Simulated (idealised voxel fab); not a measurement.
This section sets out a process module, namely voxel transistor to metal.
The figure presents cross-section cut, which has a width of 300 nm and is divided into square cells with an edge length of 5 nm.
The cross-sections in this document take the form of a grid made of square cells. They are written out as bands, in order from top to bottom. Each band consists of one or more rows of cells.
Heads up on the band format: heights come first, top then bottom, in nm. After that it's the materials left to right, each with its width in nm. A single material flagged "everywhere" fills the whole band edge to edge, and "air" means there's empty space there.
Height reference: 0 = level under which incoming wafer is all one material. Lowest band: no bottom, runs on downward, e.g. "0 nm and below".
Graded width ("30->40"): value in top row of band = first number; value in bottom row = second number; row-to-row change constant.
When a step is marked "stayed the same", none of the cells in the cross-section changed during that step.
"Entrapped void list" specifies each empty space that is not open to the top and that occupies no fewer than 8 cells, using the form width x height at distance, the distance measured from the left edge and all three quantities in nm.
Formally, on a step line, whatever follows the settings is a remark that the simulator itself makes on the step.
overlay nm: for a step with a mask, the amount by which the mask lay right of where it was planned; a negative amount means left of it.
From here on the document is pairs. In a pair, the cross-section before one process step comes with the cross-section after it, and the latter goes no deeper than the lowest band that changed. What lies in between, the step and its settings, is written under the pair. A pair may be from a different run of this module on the same starting wafer than the pair above it, so it continues from that pair only where its entry headed "Pre-step profile" says so.

### Pre-step profile
0 nm and below  Si everywhere
Entrapped void list: none

### after
5 nm to 0 nm  SiO2 everywhere
All layers under 0 are left as they were.
Entrapped void list: none
Step between the pre-process and post-process cross-sections given above: CONFORMAL_DEP [material SiO2] [thk nm 5]

Pre-step profile: the after view from the pair directly above serves as the before view here.

### after
15 nm to 5 nm  SiN everywhere
All layers under 5 are left as they were.
Entrapped void list: none
Step between the pre-process and post-process cross-sections given above: CONFORMAL_DEP [material SiN] [thk nm 10]

Pre-step profile: the after view from the pair directly above serves as the before view here.

### after
30 nm to 15 nm  aC everywhere
All layers under 15 are left as they were.
Entrapped void list: none
Step between the pre-process and post-process cross-sections given above: DIRECTIONAL_DEP [material aC] [thk nm 15]

Pre-step profile: the after view from the pair directly above serves as the before view here.

### after
60 nm to 30 nm  40 air; 95 resist; 30 air; 95 resist; 40 air
All layers under 30 are left as they were.
Entrapped void list: none
Step between the pre-process and post-process cross-sections given above: PATTERN [tone cover] [mask id ACTIVE] [material resist] [width nm 95] [pitch nm 125] [thk nm 30] [overlay nm 0]

Pre-step profile: the after view from the pair directly above serves as the before view here.

### after
45 nm to 30 nm  40 air; 95 resist; 30 air; 95 resist; 40 air
30 nm to 15 nm  40 air; 95 aC; 30 air; 95 aC; 40 air
All layers under 15 are left as they were.
Entrapped void list: none
Step between the pre-process and post-process cross-sections given above: DIRECTIONAL_ETCH [etch materials aC] [depth nm 15]

Pre-step profile: the after view from the pair directly above serves as the before view here.

### after
30 nm to 15 nm  40 air; 95 aC; 30 air; 95 aC; 40 air
All layers under 15 are left as they were.
Entrapped void list: none
Step between the pre-process and post-process cross-sections given above: STRIP [etch materials resist]

Pre-step profile: the after view from the pair directly above serves as the before view here.

### after
30 nm to 15 nm  40 air; 95 aC; 30 air; 95 aC; 40 air
15 nm to 5 nm  40 air; 95 SiN; 30 air; 95 SiN; 40 air
All layers under 5 are left as they were.
Entrapped void list: none
Step between the pre-process and post-process cross-sections given above: DIRECTIONAL_ETCH [etch materials SiN] [depth nm 10]

Pre-step profile: the after view from the pair directly above serves as the before view here.

### after
30 nm to 15 nm  40 air; 95 aC; 30 air; 95 aC; 40 air
15 nm to 5 nm  40 air; 95 SiN; 30 air; 95 SiN; 40 air
5 nm to 0 nm  40 air; 95 SiO2; 30 air; 95 SiO2; 40 air
All layers under 0 are left as they were.
Entrapped void list: none
Step between the pre-process and post-process cross-sections given above: DIRECTIONAL_ETCH [etch materials SiO2] [depth nm 5]

Pre-step profile: the after view from the pair directly above serves as the before view here.

### after
30 nm to 15 nm  40 air; 95 aC; 30 air; 95 aC; 40 air
15 nm to 5 nm  40 air; 95 SiN; 30 air; 95 SiN; 40 air
5 nm to 0 nm  40 air; 95 SiO2; 30 air; 95 SiO2; 40 air
0 nm to -20 nm  40 air; 95 Si; 30 air; 95 Si; 40 air
All layers under -20 are left as they were.
Entrapped void list: none
Step between the pre-process and post-process cross-sections given above: DIRECTIONAL_ETCH [etch materials Si] [depth nm 20]

Pre-step profile: the after view from the pair directly above serves as the before view here.

### after
15 nm to 5 nm  40 air; 95 SiN; 30 air; 95 SiN; 40 air
All layers under 5 are left as they were.
Entrapped void list: none
Step between the pre-process and post-process cross-sections given above: STRIP [etch materials aC]

Pre-step profile: the after view from the pair directly above serves as the before view here.

### after
25 nm to 15 nm  SiO2 everywhere
15 nm to 5 nm  40 SiO2; 95 SiN; 30 SiO2; 95 SiN; 40 SiO2
5 nm to 0 nm  SiO2 everywhere
0 nm to -20 nm  40 SiO2; 95 Si; 30 SiO2; 95 Si; 40 SiO2
All layers under -20 are left as they were.
Entrapped void list: none
Step between the pre-process and post-process cross-sections given above: FILL_DEP [material SiO2] [thk nm 10]

Pre-step profile: the after view from the pair directly above serves as the before view here.

### after
15 nm to 5 nm  40 SiO2; 95 SiN; 30 SiO2; 95 SiN; 40 SiO2
All layers under 5 are left as they were.
Entrapped void list: none
Step between the pre-process and post-process cross-sections given above: CMP [height nm 15]

Pre-step profile: the after view from the pair directly above serves as the before view here.

### after
15 nm to 10 nm  40 air; 95 SiN; 30 air; 95 SiN; 40 air
All layers under 10 are left as they were.
Entrapped void list: none
Step between the pre-process and post-process cross-sections given above: SELECTIVE_ETCH [etch materials SiO2] [depth nm 5]

Pre-step profile: the after view from the pair directly above serves as the before view here.

### after
10 nm to 5 nm  40 SiO2; 95 air; 30 SiO2; 95 air; 40 SiO2
All layers under 5 are left as they were.
Entrapped void list: none
Step between the pre-process and post-process cross-sections given above: STRIP [etch materials SiN]

Pre-step profile: the after view from the pair directly above serves as the before view here.

### after
5 nm to 0 nm  35 SiO2; 105 air; 20 SiO2; 105 air; 35 SiO2
All layers under 0 are left as they were.
Entrapped void list: none
Step between the pre-process and post-process cross-sections given above: SELECTIVE_ETCH [etch materials SiO2] [depth nm 5]

Pre-step profile: the after view from the pair directly above serves as the before view here.

### after
5 nm to 0 nm  35 SiO2; 105 air; 20 SiO2; 105 air; 35 SiO2
0 nm to -5 nm  SiO2 everywhere
All layers under -5 are left as they were.
Entrapped void list: none
Step between the pre-process and post-process cross-sections given above: OXIDIZE [depth nm 5]

Pre-step profile: the after view from the pair directly above serves as the before view here.

### after
30 nm to 25 nm  35 polySi; 105 air; 20 polySi; 105 air; 35 polySi
25 nm to 5 nm  polySi everywhere
5 nm to 0 nm  35 SiO2; 105 polySi; 20 SiO2; 105 polySi; 35 SiO2
All layers under 0 are left as they were.
Entrapped void list: none
Step between the pre-process and post-process cross-sections given above: DIRECTIONAL_DEP [material polySi] [thk nm 25]

Pre-step profile: the after view from the pair directly above serves as the before view here.

### after
45 nm to 40 nm  35 SiCN; 105 air; 20 SiCN; 105 air; 35 SiCN
40 nm to 30 nm  SiCN everywhere
30 nm to 25 nm  35 polySi; 105 SiCN; 20 polySi; 105 SiCN; 35 polySi
All layers under 25 are left as they were.
Entrapped void list: none
Step between the pre-process and post-process cross-sections given above: DIRECTIONAL_DEP [material SiCN] [thk nm 15]

Pre-step profile: the after view from the pair directly above serves as the before view here.

### after
55 nm to 50 nm  35 aC; 105 air; 20 aC; 105 air; 35 aC
50 nm to 45 nm  aC everywhere
45 nm to 40 nm  35 SiCN; 105 aC; 20 SiCN; 105 aC; 35 SiCN
All layers under 40 are left as they were.
Entrapped void list: none
Step between the pre-process and post-process cross-sections given above: DIRECTIONAL_DEP [material aC] [thk nm 10]

Pre-step profile: the after view from the pair directly above serves as the before view here.

### after
80 nm to 55 nm  80 air; 15 resist; 110 air; 15 resist; 80 air
55 nm to 50 nm  35 aC; 45 air; 15 resist; 45 air; 20 aC; 45 air; 15 resist; 45 air; 35 aC
All layers under 50 are left as they were.
Entrapped void list: none
Step between the pre-process and post-process cross-sections given above: PATTERN [tone cover] [mask id GATE] [material resist] [width nm 15] [pitch nm 125] [thk nm 25] [overlay nm 0]

Pre-step profile: the after view from the pair directly above serves as the before view here.

### after
70 nm to 50 nm  80 air; 15 resist; 110 air; 15 resist; 80 air
50 nm to 45 nm  80 air; 15 aC; 110 air; 15 aC; 80 air
45 nm to 40 nm  35 SiCN; 45 air; 15 aC; 45 air; 20 SiCN; 45 air; 15 aC; 45 air; 35 SiCN
All layers under 40 are left as they were.
Entrapped void list: none
Step between the pre-process and post-process cross-sections given above: DIRECTIONAL_ETCH [etch materials aC] [depth nm 10]

Pre-step profile: the after view from the pair directly above serves as the before view here.

### after
50 nm to 45 nm  80 air; 15 aC; 110 air; 15 aC; 80 air
All layers under 45 are left as they were.
Entrapped void list: none
Step between the pre-process and post-process cross-sections given above: STRIP [etch materials resist]

Pre-step profile: the after view from the pair directly above serves as the before view here.

### after
50 nm to 40 nm  80 air; 15 aC; 110 air; 15 aC; 80 air
40 nm to 30 nm  80 air; 15 SiCN; 110 air; 15 SiCN; 80 air
30 nm to 25 nm  35 polySi; 45 air; 15 SiCN; 45 air; 20 polySi; 45 air; 15 SiCN; 45 air; 35 polySi
All layers under 25 are left as they were.
Entrapped void list: none
Step between the pre-process and post-process cross-sections given above: DIRECTIONAL_ETCH [etch materials SiCN] [depth nm 25]

Pre-step profile: the after view from the pair directly above serves as the before view here.

### after
50 nm to 40 nm  80 air; 15 aC; 110 air; 15 aC; 80 air
40 nm to 25 nm  80 air; 15 SiCN; 110 air; 15 SiCN; 80 air
25 nm to 5 nm  80 air; 15 polySi; 110 air; 15 polySi; 80 air
5 nm to 0 nm  35 SiO2; 45 air; 15 polySi; 45 air; 20 SiO2; 45 air; 15 polySi; 45 air; 35 SiO2
All layers under 0 are left as they were.
Entrapped void list: none
Step between the pre-process and post-process cross-sections given above: DIRECTIONAL_ETCH [etch materials polySi] [depth nm 35]

Pre-step profile: the after view from the pair directly above serves as the before view here.

### after
40 nm to 25 nm  80 air; 15 SiCN; 110 air; 15 SiCN; 80 air
All layers under 25 are left as they were.
Entrapped void list: none
Step between the pre-process and post-process cross-sections given above: STRIP [etch materials aC]

Pre-step profile: the after view from the pair directly above serves as the before view here.

### after
45 nm to 40 nm  75 air; 25 SiN; 100 air; 25 SiN; 75 air
40 nm to 25 nm  75 air; 5 SiN; 15 SiCN; 5 SiN; 100 air; 5 SiN; 15 SiCN; 5 SiN; 75 air
25 nm to 10 nm  75 air; 5 SiN; 15 polySi; 5 SiN; 100 air; 5 SiN; 15 polySi; 5 SiN; 75 air
10 nm to 5 nm  40 SiN; 35 air; 5 SiN; 15 polySi; 5 SiN; 35 air; 30 SiN; 35 air; 5 SiN; 15 polySi; 5 SiN; 35 air; 40 SiN
5 nm to 0 nm  35 SiO2; 45 SiN; 15 polySi; 45 SiN; 20 SiO2; 45 SiN; 15 polySi; 45 SiN; 35 SiO2
All layers under 0 are left as they were.
Entrapped void list: none
Step between the pre-process and post-process cross-sections given above: CONFORMAL_DEP [material SiN] [thk nm 5]

Pre-step profile: the after view from the pair directly above serves as the before view here.

### after
40 nm to 25 nm  75 air; 5 SiN; 15 SiCN; 5 SiN; 100 air; 5 SiN; 15 SiCN; 5 SiN; 75 air
25 nm to 5 nm  75 air; 5 SiN; 15 polySi; 5 SiN; 100 air; 5 SiN; 15 polySi; 5 SiN; 75 air
5 nm to 0 nm  35 SiO2; 5 SiN; 35 air; 5 SiN; 15 polySi; 5 SiN; 35 air; 5 SiN; 20 SiO2; 5 SiN; 35 air; 5 SiN; 15 polySi; 5 SiN; 35 air; 5 SiN; 35 SiO2
All layers under 0 are left as they were.
Entrapped void list: none
Step between the pre-process and post-process cross-sections given above: DIRECTIONAL_ETCH [etch materials SiN] [depth nm 5]

Pre-step profile: the after view from the pair directly above serves as the before view here.

### after
40 nm to 25 nm  75 air; 5 SiN; 15 SiCN; 5 SiN; 100 air; 5 SiN; 15 SiCN; 5 SiN; 75 air
25 nm to 5 nm  75 air; 5 SiN; 15 polySi; 5 SiN; 100 air; 5 SiN; 15 polySi; 5 SiN; 75 air
5 nm to 0 nm  35 air; 5 SiN; 35 air; 5 SiN; 15 polySi; 5 SiN; 35 air; 5 SiN; 20 air; 5 SiN; 35 air; 5 SiN; 15 polySi; 5 SiN; 35 air; 5 SiN; 35 air
0 nm to -5 nm  40 SiO2; 35 air; 25 SiO2; 35 air; 30 SiO2; 35 air; 25 SiO2; 35 air; 40 SiO2
All layers under -5 are left as they were.
Entrapped void list: none
Step between the pre-process and post-process cross-sections given above: DIRECTIONAL_ETCH [etch materials SiO2] [depth nm 5]

Pre-step profile: the after view from the pair directly above serves as the before view here.

### after
40 nm to 25 nm  75 air; 5 SiN; 15 SiCN; 5 SiN; 100 air; 5 SiN; 15 SiCN; 5 SiN; 75 air
25 nm to 5 nm  75 air; 5 SiN; 15 polySi; 5 SiN; 100 air; 5 SiN; 15 polySi; 5 SiN; 75 air
5 nm to 0 nm  35 air; 5 SiN; 35 air; 5 SiN; 15 polySi; 5 SiN; 35 air; 5 SiN; 20 air; 5 SiN; 35 air; 5 SiN; 15 polySi; 5 SiN; 35 air; 5 SiN; 35 air
0 nm to -5 nm  40 SiO2; 35 nSi; 25 SiO2; 35 nSi; 30 SiO2; 35 nSi; 25 SiO2; 35 nSi; 40 SiO2
All layers under -5 are left as they were.
Entrapped void list: none
Step between the pre-process and post-process cross-sections given above: EPI [material nSi] [thk nm 5]

Pre-step profile: the after view from the pair directly above serves as the before view here.

### after
50 nm to 40 nm  SiO2 everywhere
40 nm to 25 nm  75 SiO2; 5 SiN; 15 SiCN; 5 SiN; 100 SiO2; 5 SiN; 15 SiCN; 5 SiN; 75 SiO2
25 nm to 5 nm  75 SiO2; 5 SiN; 15 polySi; 5 SiN; 100 SiO2; 5 SiN; 15 polySi; 5 SiN; 75 SiO2
5 nm to 0 nm  35 SiO2; 5 SiN; 35 SiO2; 5 SiN; 15 polySi; 5 SiN; 35 SiO2; 5 SiN; 20 SiO2; 5 SiN; 35 SiO2; 5 SiN; 15 polySi; 5 SiN; 35 SiO2; 5 SiN; 35 SiO2
All layers under 0 are left as they were.
Entrapped void list: none
Step between the pre-process and post-process cross-sections given above: FILL_DEP [material SiO2] [thk nm 10]

Pre-step profile: the after view from the pair directly above serves as the before view here.

### after
40 nm to 25 nm  75 SiO2; 5 SiN; 15 SiCN; 5 SiN; 100 SiO2; 5 SiN; 15 SiCN; 5 SiN; 75 SiO2
All layers under 25 are left as they were.
Entrapped void list: none
Step between the pre-process and post-process cross-sections given above: CMP [height nm 40]

Pre-step profile: the after view from the pair directly above serves as the before view here.

### after
55 nm to 40 nm  SiO2 everywhere
All layers under 40 are left as they were.
Entrapped void list: none
Step between the pre-process and post-process cross-sections given above: DIRECTIONAL_DEP [material SiO2] [thk nm 15]

Pre-step profile: the after view from the pair directly above serves as the before view here.

### after
70 nm to 55 nm  aC everywhere
All layers under 55 are left as they were.
Entrapped void list: none
Step between the pre-process and post-process cross-sections given above: DIRECTIONAL_DEP [material aC] [thk nm 15]

Pre-step profile: the after view from the pair directly above serves as the before view here.

### after
105 nm to 70 nm  50 resist; 15 air; 45 resist; 15 air; 50 resist; 15 air; 45 resist; 15 air; 50 resist
All layers under 70 are left as they were.
Entrapped void list: none
Step between the pre-process and post-process cross-sections given above: PATTERN [tone open] [mask id CONTACT] [material resist] [width nm 15] [thk nm 35] [overlay nm 0]

Pre-step profile: the after view from the pair directly above serves as the before view here.

### after
90 nm to 70 nm  50 resist; 15 air; 45 resist; 15 air; 50 resist; 15 air; 45 resist; 15 air; 50 resist
70 nm to 55 nm  50 aC; 15 air; 45 aC; 15 air; 50 aC; 15 air; 45 aC; 15 air; 50 aC
All layers under 55 are left as they were.
Entrapped void list: none
Step between the pre-process and post-process cross-sections given above: DIRECTIONAL_ETCH [etch materials aC] [depth nm 15]

Pre-step profile: the after view from the pair directly above serves as the before view here.

### after
70 nm to 55 nm  50 aC; 15 air; 45 aC; 15 air; 50 aC; 15 air; 45 aC; 15 air; 50 aC
All layers under 55 are left as they were.
Entrapped void list: none
Step between the pre-process and post-process cross-sections given above: STRIP [etch materials resist]

Pre-step profile: the after view from the pair directly above serves as the before view here.

### after
70 nm to 55 nm  50 aC; 15 air; 45 aC; 15 air; 50 aC; 15 air; 45 aC; 15 air; 50 aC
55 nm to 40 nm  50 SiO2; 15 air; 45 SiO2; 15 air; 50 SiO2; 15 air; 45 SiO2; 15 air; 50 SiO2
40 nm to 25 nm  50 SiO2; 15 air; 10 SiO2; 5 SiN; 15 SiCN; 5 SiN; 10 SiO2; 15 air; 50 SiO2; 15 air; 10 SiO2; 5 SiN; 15 SiCN; 5 SiN; 10 SiO2; 15 air; 50 SiO2
25 nm to 5 nm  50 SiO2; 15 air; 10 SiO2; 5 SiN; 15 polySi; 5 SiN; 10 SiO2; 15 air; 50 SiO2; 15 air; 10 SiO2; 5 SiN; 15 polySi; 5 SiN; 10 SiO2; 15 air; 50 SiO2
5 nm to 0 nm  35 SiO2; 5 SiN; 10 SiO2; 15 air; 10 SiO2; 5 SiN; 15 polySi; 5 SiN; 10 SiO2; 15 air; 10 SiO2; 5 SiN; 20 SiO2; 5 SiN; 10 SiO2; 15 air; 10 SiO2; 5 SiN; 15 polySi; 5 SiN; 10 SiO2; 15 air; 10 SiO2; 5 SiN; 35 SiO2
All layers under 0 are left as they were.
Entrapped void list: none
Step between the pre-process and post-process cross-sections given above: DIRECTIONAL_ETCH [etch materials SiO2] [depth nm 55]

Pre-step profile: the after view from the pair directly above serves as the before view here.

### after
55 nm to 40 nm  50 SiO2; 15 air; 45 SiO2; 15 air; 50 SiO2; 15 air; 45 SiO2; 15 air; 50 SiO2
All layers under 40 are left as they were.
Entrapped void list: none
Step between the pre-process and post-process cross-sections given above: STRIP [etch materials aC]

Pre-step profile: the after view from the pair directly above serves as the before view here.

### after
60 nm to 55 nm  55 TiN; 5 air; 55 TiN; 5 air; 60 TiN; 5 air; 55 TiN; 5 air; 55 TiN
55 nm to 40 nm  50 SiO2; 5 TiN; 5 air; 5 TiN; 45 SiO2; 5 TiN; 5 air; 5 TiN; 50 SiO2; 5 TiN; 5 air; 5 TiN; 45 SiO2; 5 TiN; 5 air; 5 TiN; 50 SiO2
40 nm to 25 nm  50 SiO2; 5 TiN; 5 air; 5 TiN; 10 SiO2; 5 SiN; 15 SiCN; 5 SiN; 10 SiO2; 5 TiN; 5 air; 5 TiN; 50 SiO2; 5 TiN; 5 air; 5 TiN; 10 SiO2; 5 SiN; 15 SiCN; 5 SiN; 10 SiO2; 5 TiN; 5 air; 5 TiN; 50 SiO2
25 nm to 5 nm  50 SiO2; 5 TiN; 5 air; 5 TiN; 10 SiO2; 5 SiN; 15 polySi; 5 SiN; 10 SiO2; 5 TiN; 5 air; 5 TiN; 50 SiO2; 5 TiN; 5 air; 5 TiN; 10 SiO2; 5 SiN; 15 polySi; 5 SiN; 10 SiO2; 5 TiN; 5 air; 5 TiN; 50 SiO2
5 nm to 0 nm  35 SiO2; 5 SiN; 10 SiO2; 15 TiN; 10 SiO2; 5 SiN; 15 polySi; 5 SiN; 10 SiO2; 15 TiN; 10 SiO2; 5 SiN; 20 SiO2; 5 SiN; 10 SiO2; 15 TiN; 10 SiO2; 5 SiN; 15 polySi; 5 SiN; 10 SiO2; 15 TiN; 10 SiO2; 5 SiN; 35 SiO2
All layers under 0 are left as they were.
Entrapped void list: none
Step between the pre-process and post-process cross-sections given above: CONFORMAL_DEP [material TiN] [thk nm 5]

Pre-step profile: the after view from the pair directly above serves as the before view here.

### after
65 nm to 60 nm  W everywhere
60 nm to 55 nm  55 TiN; 5 W; 55 TiN; 5 W; 60 TiN; 5 W; 55 TiN; 5 W; 55 TiN
55 nm to 40 nm  50 SiO2; 5 TiN; 5 W; 5 TiN; 45 SiO2; 5 TiN; 5 W; 5 TiN; 50 SiO2; 5 TiN; 5 W; 5 TiN; 45 SiO2; 5 TiN; 5 W; 5 TiN; 50 SiO2
40 nm to 25 nm  50 SiO2; 5 TiN; 5 W; 5 TiN; 10 SiO2; 5 SiN; 15 SiCN; 5 SiN; 10 SiO2; 5 TiN; 5 W; 5 TiN; 50 SiO2; 5 TiN; 5 W; 5 TiN; 10 SiO2; 5 SiN; 15 SiCN; 5 SiN; 10 SiO2; 5 TiN; 5 W; 5 TiN; 50 SiO2
25 nm to 5 nm  50 SiO2; 5 TiN; 5 W; 5 TiN; 10 SiO2; 5 SiN; 15 polySi; 5 SiN; 10 SiO2; 5 TiN; 5 W; 5 TiN; 50 SiO2; 5 TiN; 5 W; 5 TiN; 10 SiO2; 5 SiN; 15 polySi; 5 SiN; 10 SiO2; 5 TiN; 5 W; 5 TiN; 50 SiO2
All layers under 5 are left as they were.
Entrapped void list: none
Step between the pre-process and post-process cross-sections given above: FILL_DEP [material W] [thk nm 5]

Pre-step profile: the after view from the pair directly above serves as the before view here.

### after
55 nm to 40 nm  50 SiO2; 5 TiN; 5 W; 5 TiN; 45 SiO2; 5 TiN; 5 W; 5 TiN; 50 SiO2; 5 TiN; 5 W; 5 TiN; 45 SiO2; 5 TiN; 5 W; 5 TiN; 50 SiO2
All layers under 40 are left as they were.
Entrapped void list: none
Step between the pre-process and post-process cross-sections given above: CMP [height nm 55]

Pre-step profile: the after view from the pair directly above serves as the before view here.

### after
60 nm to 55 nm  TiN everywhere
All layers under 55 are left as they were.
Entrapped void list: none
Step between the pre-process and post-process cross-sections given above: DIRECTIONAL_DEP [material TiN] [thk nm 5]

Pre-step profile: the after view from the pair directly above serves as the before view here.

### after
75 nm to 60 nm  W everywhere
All layers under 60 are left as they were.
Entrapped void list: none
Step between the pre-process and post-process cross-sections given above: DIRECTIONAL_DEP [material W] [thk nm 15]

Pre-step profile: the after view from the pair directly above serves as the before view here.

### after
90 nm to 75 nm  aC everywhere
All layers under 75 are left as they were.
Entrapped void list: none
Step between the pre-process and post-process cross-sections given above: DIRECTIONAL_DEP [material aC] [thk nm 15]

Pre-step profile: the after view from the pair directly above serves as the before view here.

### after
120 nm to 90 nm  50 air; 15 resist; 45 air; 15 resist; 50 air; 15 resist; 45 air; 15 resist; 50 air
All layers under 90 are left as they were.
Entrapped void list: none
Step between the pre-process and post-process cross-sections given above: PATTERN [tone cover] [mask id METAL_1] [material resist] [width nm 15] [thk nm 30] [overlay nm 0]

Pre-step profile: the after view from the pair directly above serves as the before view here.

### after
105 nm to 90 nm  50 air; 15 resist; 45 air; 15 resist; 50 air; 15 resist; 45 air; 15 resist; 50 air
90 nm to 75 nm  50 air; 15 aC; 45 air; 15 aC; 50 air; 15 aC; 45 air; 15 aC; 50 air
All layers under 75 are left as they were.
Entrapped void list: none
Step between the pre-process and post-process cross-sections given above: DIRECTIONAL_ETCH [etch materials aC] [depth nm 15]

Pre-step profile: the after view from the pair directly above serves as the before view here.

### after
90 nm to 75 nm  50 air; 15 aC; 45 air; 15 aC; 50 air; 15 aC; 45 air; 15 aC; 50 air
All layers under 75 are left as they were.
Entrapped void list: none
Step between the pre-process and post-process cross-sections given above: STRIP [etch materials resist]

Pre-step profile: the after view from the pair directly above serves as the before view here.

### after
90 nm to 75 nm  50 air; 15 aC; 45 air; 15 aC; 50 air; 15 aC; 45 air; 15 aC; 50 air
75 nm to 60 nm  50 air; 15 W; 45 air; 15 W; 50 air; 15 W; 45 air; 15 W; 50 air
All layers under 60 are left as they were.
Entrapped void list: none
Step between the pre-process and post-process cross-sections given above: DIRECTIONAL_ETCH [etch materials W] [depth nm 15]

Pre-step profile: the after view from the pair directly above serves as the before view here.

### after
90 nm to 75 nm  50 air; 15 aC; 45 air; 15 aC; 50 air; 15 aC; 45 air; 15 aC; 50 air
75 nm to 60 nm  50 air; 15 W; 45 air; 15 W; 50 air; 15 W; 45 air; 15 W; 50 air
60 nm to 55 nm  50 air; 15 TiN; 45 air; 15 TiN; 50 air; 15 TiN; 45 air; 15 TiN; 50 air
All layers under 55 are left as they were.
Entrapped void list: none
Step between the pre-process and post-process cross-sections given above: DIRECTIONAL_ETCH [etch materials TiN] [depth nm 5]

Pre-step profile: the after view from the pair directly above serves as the before view here.

### after
75 nm to 60 nm  50 air; 15 W; 45 air; 15 W; 50 air; 15 W; 45 air; 15 W; 50 air
All layers under 60 are left as they were.
Entrapped void list: none
Step between the pre-process and post-process cross-sections given above: STRIP [etch materials aC]

Pre-step profile: the after view from the pair directly above serves as the before view here.

### after
80 nm to 75 nm  45 air; 25 SiN; 35 air; 25 SiN; 40 air; 25 SiN; 35 air; 25 SiN; 45 air
75 nm to 60 nm  45 air; 5 SiN; 15 W; 5 SiN; 35 air; 5 SiN; 15 W; 5 SiN; 40 air; 5 SiN; 15 W; 5 SiN; 35 air; 5 SiN; 15 W; 5 SiN; 45 air
60 nm to 55 nm  50 SiN; 15 TiN; 45 SiN; 15 TiN; 50 SiN; 15 TiN; 45 SiN; 15 TiN; 50 SiN
All layers under 55 are left as they were.
Entrapped void list: none
Step between the pre-process and post-process cross-sections given above: CONFORMAL_DEP [material SiN] [thk nm 5]

Pre-step profile: the after view from the pair directly above serves as the before view here.

### after
85 nm to 80 nm  lowk everywhere
80 nm to 75 nm  45 lowk; 25 SiN; 35 lowk; 25 SiN; 40 lowk; 25 SiN; 35 lowk; 25 SiN; 45 lowk
75 nm to 60 nm  45 lowk; 5 SiN; 15 W; 5 SiN; 35 lowk; 5 SiN; 15 W; 5 SiN; 40 lowk; 5 SiN; 15 W; 5 SiN; 35 lowk; 5 SiN; 15 W; 5 SiN; 45 lowk
All layers under 60 are left as they were.
Entrapped void list: none
Step between the pre-process and post-process cross-sections given above: FILL_DEP [material lowk] [thk nm 5]

Pre-step profile: the after view from the pair directly above serves as the before view here.

### after
75 nm to 60 nm  45 lowk; 5 SiN; 15 W; 5 SiN; 35 lowk; 5 SiN; 15 W; 5 SiN; 40 lowk; 5 SiN; 15 W; 5 SiN; 35 lowk; 5 SiN; 15 W; 5 SiN; 45 lowk
All layers under 60 are left as they were.
Entrapped void list: none
Step between the pre-process and post-process cross-sections given above: CMP [height nm 75]

Pre-step profile: the after view from the pair directly above serves as the before view here.

### after
80 nm to 75 nm  SiN everywhere
All layers under 75 are left as they were.
Entrapped void list: none
Step between the pre-process and post-process cross-sections given above: CONFORMAL_DEP [material SiN] [thk nm 5]

### Pre-step profile
0 nm and below  Si everywhere
Entrapped void list: none

### after
10 nm to 0 nm  SiN everywhere
All layers under 0 are left as they were.
Entrapped void list: none
Step between the pre-process and post-process cross-sections given above: CONFORMAL_DEP [material SiN] [thk nm 10]

Pre-step profile: the after view from the pair directly above serves as the before view here.

### after
25 nm to 10 nm  aC everywhere
All layers under 10 are left as they were.
Entrapped void list: none
Step between the pre-process and post-process cross-sections given above: DIRECTIONAL_DEP [material aC] [thk nm 15]

Pre-step profile: the after view from the pair directly above serves as the before view here.

### after
55 nm to 25 nm  40 air; 95 resist; 30 air; 95 resist; 40 air
All layers under 25 are left as they were.
Entrapped void list: none
Step between the pre-process and post-process cross-sections given above: PATTERN [tone cover] [mask id ACTIVE] [material resist] [width nm 95] [pitch nm 125] [thk nm 30] [overlay nm 0]

Pre-step profile: the after view from the pair directly above serves as the before view here.

### after
40 nm to 25 nm  40 air; 95 resist; 30 air; 95 resist; 40 air
25 nm to 10 nm  40 air; 95 aC; 30 air; 95 aC; 40 air
All layers under 10 are left as they were.
Entrapped void list: none
Step between the pre-process and post-process cross-sections given above: DIRECTIONAL_ETCH [etch materials aC] [depth nm 15]

Pre-step profile: the after view from the pair directly above serves as the before view here.

### after
25 nm to 10 nm  40 air; 95 aC; 30 air; 95 aC; 40 air
All layers under 10 are left as they were.
Entrapped void list: none
Step between the pre-process and post-process cross-sections given above: STRIP [etch materials resist]

Pre-step profile: the after view from the pair directly above serves as the before view here.

### after
25 nm to 10 nm  40 air; 95 aC; 30 air; 95 aC; 40 air
10 nm to 0 nm  40 air; 95 SiN; 30 air; 95 SiN; 40 air
All layers under 0 are left as they were.
Entrapped void list: none
Step between the pre-process and post-process cross-sections given above: DIRECTIONAL_ETCH [etch materials SiN] [depth nm 10]

Pre-step profile: the after view from the pair directly above serves as the before view here.

### after
25 nm to 10 nm  40 air; 95 aC; 30 air; 95 aC; 40 air
10 nm to 0 nm  40 air; 95 SiN; 30 air; 95 SiN; 40 air
0 nm to -20 nm  40 air; 95 Si; 30 air; 95 Si; 40 air
All layers under -20 are left as they were.
Entrapped void list: none
Step between the pre-process and post-process cross-sections given above: DIRECTIONAL_ETCH [etch materials Si] [depth nm 20]

Pre-step profile: the after view from the pair directly above serves as the before view here.

### after
10 nm to 0 nm  40 air; 95 SiN; 30 air; 95 SiN; 40 air
All layers under 0 are left as they were.
Entrapped void list: none
Step between the pre-process and post-process cross-sections given above: STRIP [etch materials aC]

Pre-step profile: the after view from the pair directly above serves as the before view here.

### after
20 nm to 10 nm  SiO2 everywhere
10 nm to 0 nm  40 SiO2; 95 SiN; 30 SiO2; 95 SiN; 40 SiO2
0 nm to -20 nm  40 SiO2; 95 Si; 30 SiO2; 95 Si; 40 SiO2
All layers under -20 are left as they were.
Entrapped void list: none
Step between the pre-process and post-process cross-sections given above: FILL_DEP [material SiO2] [thk nm 10]

Pre-step profile: the after view from the pair directly above serves as the before view here.

### after
15 nm to 10 nm  SiO2 everywhere
All layers under 10 are left as they were.
Entrapped void list: none
Step between the pre-process and post-process cross-sections given above: CMP [height nm 15]

Pre-step profile: the after view from the pair directly above serves as the before view here.

### after
10 nm to 0 nm  40 SiO2; 95 SiN; 30 SiO2; 95 SiN; 40 SiO2
All layers under 0 are left as they were.
Entrapped void list: none
Step between the pre-process and post-process cross-sections given above: SELECTIVE_ETCH [etch materials SiO2] [depth nm 5]

Pre-step profile: the after view from the pair directly above serves as the before view here.

### after
10 nm to 0 nm  40 SiO2; 95 air; 30 SiO2; 95 air; 40 SiO2
All layers under 0 are left as they were.
Entrapped void list: none
Step between the pre-process and post-process cross-sections given above: STRIP [etch materials SiN]
